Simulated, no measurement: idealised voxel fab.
process module | voxel released beams
cross-section cut | 190 nm wide | cells 5 nm
A cross-section is a grid of square cells, given in bands from the top down. A band is one or more rows of cells.
Each band's line starts with the height of the band's top and of its bottom, in nm. Then come its materials from left to right, each with its width in nm. One material with "throughout" fills the band from edge to edge. "air" is empty space.
Height 0 is the level under which the wafer as received is all one material. The lowest band goes on downwards, as in "0 down".
A width such as "30 to 40" changes by the same amount from each row of cells to the next, from the band's top row to its bottom row.
"no change" after a step means that no cell of the cross-section changed.
closed voids: empty space of 8 cells or more with no open way to the top, each as width x height at its distance from the left edge, in nm
after a step's settings: what the simulator itself notes on the step
overlay nm, on a step with a mask: how far to the right of its planned place the mask lay; to the left if negative
plan
1 op RECEIVE | material Si
2 op CONFORMAL_DEP | material Al2O3 | thk nm 5
3 op DIRECTIONAL_DEP | material SiO2 | thk nm 20
4 op MASKED_ETCH | tone open | mask id ANCHOR | width nm 35 | etch materials SiO2 | depth nm 20 | overlay nm 0
5 op CONFORMAL_DEP | material W | thk nm 15
6 op DIRECTIONAL_DEP | material aC | thk nm 10
7 op PATTERN | tone cover | mask id BEAM | material resist | width nm 115 | thk nm 25 | overlay nm -15
8 op DIRECTIONAL_ETCH | etch materials aC | depth nm 10
9 op STRIP | etch materials resist
10 op DIRECTIONAL_ETCH | etch materials W | depth nm 15
11 op STRIP | etch materials aC
12 op STRIP | etch materials SiO2
varied across the wafers: overlay nm of step 7. The plan shows the first wafer's value. All wafers start alike
first wafer as received, after step 1
  0 down: Si throughout
  closed voids: none
each wafer at the end: cells of each material gained (+) or lost (-) since it was received, then its closed voids
overlay nm -15 | +38 Al2O3 | +93 W | closed voids: none
overlay nm -10 | +38 Al2O3 | +93 W | closed voids: none
overlay nm -5 | +38 Al2O3 | +93 W | closed voids: none
overlay nm 0 | +38 Al2O3 | +93 W | closed voids: none
overlay nm 5 | +38 Al2O3 | +93 W | closed voids: none
overlay nm 10 | +38 Al2O3 | +93 W | closed voids: none
overlay nm 15 | +38 Al2O3 | +93 W | closed voids: none
